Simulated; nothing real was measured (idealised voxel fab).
Process module under the name voxel tone inversion
The figure presents cross-section cut, which has a width of 285 nm and is divided into square cells with an edge length of 5 nm.
When this document writes out a cross-section, it uses a grid of square cells and lists it as bands, beginning at the top and moving down, with a band standing for one or more rows of cells.
First you get the band's top height and its bottom height, in nm, and then the materials it's made of, left to right, with each width in nm. If you see a single material with "everywhere", that one covers the band edge to edge. "air" is empty space.
Height is counted from the level 0, under which the received wafer is composed throughout of one material. The lowest of the bands is not closed at the bottom but continues downward, in the notation "from 0 down".
Note: "30->40" means the width goes from the first number (top row of the band) to the second number (bottom row) in equal steps per row of cells.
The cross-section has no changed cell in any step marked "identical to before".
"Enclosed void inventory": sealed empty spaces, 8 cells or more, no open way to top, listed width x height at distance, with distance from the left edge and width, height and distance in nm.
It should be noted that, on the line of a given step, the content following the step's settings is a remark produced by the simulator itself with respect to that step.
You can add "overlay nm" to a step's line. For a step with a mask, it describes how far the mask lay to the right of its planned position, and a negative number describes a lay to the left.

The steps planned for the process are as follows:
| 1 | RECEIVE [material Si] |
| 2 | CONFORMAL_DEP [material SiN] [thk nm 5] |
| 3 | DIRECTIONAL_DEP [material aC] [thk nm 20] |
| 4 | PATTERN [tone cover] [mask id POSTS] [material resist] [width nm 15] [pitch nm 45] [thk nm 30] [overlay nm 0] |
| 5 | DIRECTIONAL_ETCH [etch materials aC] [depth nm 20] |
| 6 | STRIP [etch materials resist] |
| 7 | FILL_DEP [material lowk] [thk nm 10] |
| 8 | CMP [height nm 25] |
| 9 | STRIP [etch materials aC] |

Account of the first of two wafers, which was processed as intended:

Cross-section of the wafer at receipt, which is the condition after step 1:
- from 0 down: Si everywhere
- Enclosed void inventory: none

State of the wafer after step 2, shown in cross-section:
- from 5 to 0: SiN everywhere
- All layers under 0 are left as they were.

State of the wafer after step 3, shown in cross-section:
- from 25 to 5: aC everywhere
- All layers under 5 are left as they were.

State of the wafer after step 4, shown in cross-section:
- from 55 to 25: air 110 nm, then resist 15 nm, then air 30 nm, then resist 15 nm, then air 115 nm
- All layers under 25 are left as they were.

State of the wafer after step 5, shown in cross-section:
- from 35 to 25: air 110 nm, then resist 15 nm, then air 30 nm, then resist 15 nm, then air 115 nm
- from 25 to 5: air 110 nm, then aC 15 nm, then air 30 nm, then aC 15 nm, then air 115 nm
- All layers under 5 are left as they were.

State of the wafer after step 6, shown in cross-section:
- from 25 to 5: air 110 nm, then aC 15 nm, then air 30 nm, then aC 15 nm, then air 115 nm
- All layers under 5 are left as they were.

State of the wafer after step 7, shown in cross-section:
- from 35 to 25: lowk everywhere
- from 25 to 5: lowk 110 nm, then aC 15 nm, then lowk 30 nm, then aC 15 nm, then lowk 115 nm
- All layers under 5 are left as they were.

State of the wafer after step 8, shown in cross-section:
- from 25 to 5: lowk 110 nm, then aC 15 nm, then lowk 30 nm, then aC 15 nm, then lowk 115 nm
- All layers under 5 are left as they were.

State of the wafer after step 9, shown in cross-section:
- from 25 to 5: lowk 110 nm, then air 15 nm, then lowk 30 nm, then air 15 nm, then lowk 115 nm
- All layers under 5 are left as they were.

Wafer two. Same start, same plan, one slip in execution. Same as wafer one through step 3, inclusive:

Look at the second wafer in cross-section at the time step 4 ought to have finished:
- from 55 to 25: air 100 nm, then resist 15 nm, then air 30 nm, then resist 15 nm, then air 125 nm
- All layers under 25 are left as they were.

Look at the second wafer in cross-section at the time step 5 ought to have finished:
- from 35 to 25: air 100 nm, then resist 15 nm, then air 30 nm, then resist 15 nm, then air 125 nm
- from 25 to 5: air 100 nm, then aC 15 nm, then air 30 nm, then aC 15 nm, then air 125 nm
- All layers under 5 are left as they were.

Look at the second wafer in cross-section at the time step 6 ought to have finished:
- from 25 to 5: air 100 nm, then aC 15 nm, then air 30 nm, then aC 15 nm, then air 125 nm
- All layers under 5 are left as they were.

Look at the second wafer in cross-section at the time step 7 ought to have finished:
- from 35 to 25: lowk everywhere
- from 25 to 5: lowk 100 nm, then aC 15 nm, then lowk 30 nm, then aC 15 nm, then lowk 125 nm
- All layers under 5 are left as they were.

Look at the second wafer in cross-section at the time step 8 ought to have finished:
- from 25 to 5: lowk 100 nm, then aC 15 nm, then lowk 30 nm, then aC 15 nm, then lowk 125 nm
- All layers under 5 are left as they were.

Look at the second wafer in cross-section at the time step 9 ought to have finished:
- from 25 to 5: lowk 100 nm, then air 15 nm, then lowk 30 nm, then air 15 nm, then lowk 125 nm
- All layers under 5 are left as they were.
It is concluded that the wafer was processed incorrectly with respect to the plan, in that step 4 ran with different settings than intended, the actual operation and settings being PATTERN [tone cover] [mask id POSTS] [material resist] [width nm 15] [pitch nm 45] [thk nm 30] [overlay nm -10]
Both wafers, final: cells per material equal; arrangement not.
